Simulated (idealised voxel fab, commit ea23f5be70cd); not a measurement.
Presented below is a process module, voxel wiring stack.
Shown is cross-section cut, with a width of 200 nm and square cells of size 5 nm.
Square cells in a grid make up a cross-section in this document, and the grid is given as bands, listed from the top down, each one or more rows of cells. It is stipulated that each band's entry specify, in nanometres, the height of the top of the band and then that of its bottom, followed by the materials of the band in left-to-right sequence, each together with its width in nanometres. A single material marked by the word "everywhere" is understood to fill the band from edge to edge; the word "empty" is understood to denote empty space. Heads up on the height convention: 0 is the point under which the incoming wafer is all one material, and the lowest band has no bottom, it just keeps going down, like "z 0 and below". With a width like "30 to 40", each row of cells in the band differs from the next by the same amount, the top row carrying the first number and the bottom row the second. Given "remained unchanged" for a step, no cell of the cross-section differs between before and after that step. Each empty space that has no open way to the top and spans at least 8 cells appears under "Fully sealed cavities" as width x height at distance, the distance counted from the left edge, all in nm. What comes after the settings on a step's line is commentary from the simulator itself on that step. overlay nm: for a step with a mask, the amount by which the mask lay right of where it was planned; a negative amount means left of it.
The steps planned for the process are as follows
1) RECEIVE,material Si
2) CONFORMAL_DEP,material SiO2,thk nm 15
3) DIRECTIONAL_DEP,material TiN,thk nm 5
4) DIRECTIONAL_DEP,material Ru,thk nm 15
5) MASKED_ETCH,tone cover,mask id METAL_1,width nm 30,pitch nm 60,etch materials Ru,depth nm 15,overlay nm 0
6) MASKED_ETCH,tone cover,mask id METAL_1,width nm 20,pitch nm 60,etch materials TiN,depth nm 5,overlay nm 0
7) FILL_DEP,material lowk,thk nm 5
8) CMP,height nm 35
9) CONFORMAL_DEP,material SiCN,thk nm 5
10) DIRECTIONAL_DEP,material lowk,thk nm 20
11) PATTERN,tone open,mask id PLUG_1,material resist,width nm 15,pitch nm 60,thk nm 15,overlay nm 0
12) DIRECTIONAL_ETCH,etch materials lowk,depth nm 20
13) DIRECTIONAL_ETCH,etch materials SiCN,depth nm 5
14) STRIP,etch materials resist
15) CONFORMAL_DEP,material TiN,thk nm 5
16) FILL_DEP,material Cu,thk nm 5
17) CMP,height nm 60
18) DIRECTIONAL_DEP,material TiN,thk nm 5
19) DIRECTIONAL_DEP,material W,thk nm 15
20) PATTERN,tone cover,mask id METAL_2,material resist,width nm 30,pitch nm 60,thk nm 20,overlay nm 0
21) DIRECTIONAL_ETCH,etch materials W,depth nm 15
22) DIRECTIONAL_ETCH,etch materials TiN,depth nm 5
23) STRIP,etch materials resist
24) CONFORMAL_DEP,material SiCN,thk nm 5
25) FILL_DEP,material lowk,thk nm 10
26) CMP,height nm 80
27) CONFORMAL_DEP,material SiCN,thk nm 5
28) DIRECTIONAL_DEP,material SiO2,thk nm 20
29) MASKED_ETCH,tone open,mask id PLUG_2,width nm 15,pitch nm 60,etch materials SiO2,depth nm 20,overlay nm 0
30) MASKED_ETCH,tone open,mask id PLUG_2,width nm 15,pitch nm 60,etch materials SiCN,depth nm 5,overlay nm 0
31) EPI,material Ru,thk nm 10
32) EPI,material Ru,thk nm 10
33) EPI,material Ru,thk nm 5
34) DIRECTIONAL_DEP,material TiN,thk nm 5
35) DIRECTIONAL_DEP,material W,thk nm 25
36) MASKED_ETCH,tone cover,mask id METAL_3,width nm 30,pitch nm 60,etch materials W,depth nm 25,overlay nm 0
37) MASKED_ETCH,tone cover,mask id METAL_3,width nm 30,pitch nm 60,etch materials TiN,depth nm 5,overlay nm 0
38) CONFORMAL_DEP,material SiN,thk nm 5
39) FILL_DEP,material lowk,thk nm 10
40) CMP,height nm 135
41) CONFORMAL_DEP,material SiN,thk nm 5
Where the wafers of this document differ is in the width nm of step 6; they start out the same, and the plan states the value that applied to the first wafer.
The first of several wafers as received, shown in cross-section; this is its state after step 1
- z 0 and below | Si everywhere
- Fully sealed cavities: none
The following table contains a row per wafer, in which are reported, at the conclusion of the module, the cells of each material gained (+) or lost (-) since the wafer's receipt, with its closed voids given thereafter
width nm 20 | +8 Cu | +66 Ru | +108 SiCN | +88 SiN | +256 SiO2 | +58 TiN | +96 W | +440 lowk | Fully sealed cavities: none
width nm 25 | +8 Cu | +66 Ru | +108 SiCN | +88 SiN | +256 SiO2 | +58 TiN | +96 W | +440 lowk | Fully sealed cavities: none
width nm 30 | +8 Cu | +66 Ru | +108 SiCN | +88 SiN | +256 SiO2 | +58 TiN | +96 W | +440 lowk | Fully sealed cavities: none
width nm 35 | +8 Cu | +66 Ru | +108 SiCN | +88 SiN | +256 SiO2 | +60 TiN | +96 W | +438 lowk | Fully sealed cavities: none
width nm 40 | +8 Cu | +66 Ru | +108 SiCN | +88 SiN | +256 SiO2 | +62 TiN | +96 W | +436 lowk | Fully sealed cavities: none
width nm 45 | +8 Cu | +66 Ru | +108 SiCN | +88 SiN | +256 SiO2 | +64 TiN | +96 W | +434 lowk | Fully sealed cavities: none
